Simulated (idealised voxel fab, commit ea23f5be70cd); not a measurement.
process module | voxel tone inversion
cross-section cut | 295 nm wide | cells 5 nm
A cross-section is a grid of square cells, given in bands from the top down. A band is one or more rows of cells.
Each band's line starts with the height of the band's top and of its bottom, in nm. Then come its materials from left to right, each with its width in nm. One material with "throughout" fills the band from edge to edge. "air" is empty space.
Height 0 is the level under which the wafer as received is all one material. The lowest band goes on downwards, as in "0 down".
A width such as "30 to 40" changes by the same amount from each row of cells to the next, from the band's top row to its bottom row.
"no change" after a step means that no cell of the cross-section changed.
closed voids: empty space of 8 cells or more with no open way to the top, each as width x height at its distance from the left edge, in nm
after a step's settings: what the simulator itself notes on the step
overlay nm, on a step with a mask: how far to the right of its planned place the mask lay; to the left if negative
plan
1 op RECEIVE | material Si
2 op CONFORMAL_DEP | material SiCN | thk nm 5
3 op DIRECTIONAL_DEP | material aC | thk nm 25
4 op PATTERN | tone cover | mask id POSTS | material resist | width nm 25 | pitch nm 40 | thk nm 35 | overlay nm 0
5 op DIRECTIONAL_ETCH | etch materials aC | depth nm 25
6 op STRIP | etch materials resist
7 op FILL_DEP | material lowk | thk nm 5
8 op CMP | height nm 30
9 op STRIP | etch materials aC
as received, after step 1
  0 down: Si throughout
  closed voids: none
a wafer at the end: this start, this plan, one mistake
  30 to 25: lowk throughout
  25 to 5: lowk 75 | aC 25 | lowk 15 | aC 25 | lowk 15 | aC 25 | lowk 15 | aC 25 | lowk 75
  5 to 0: SiCN throughout
  0 down: Si throughout
  closed voids: none
what went wrong: step 3 ran as: op DIRECTIONAL_DEP | material aC | thk nm 20
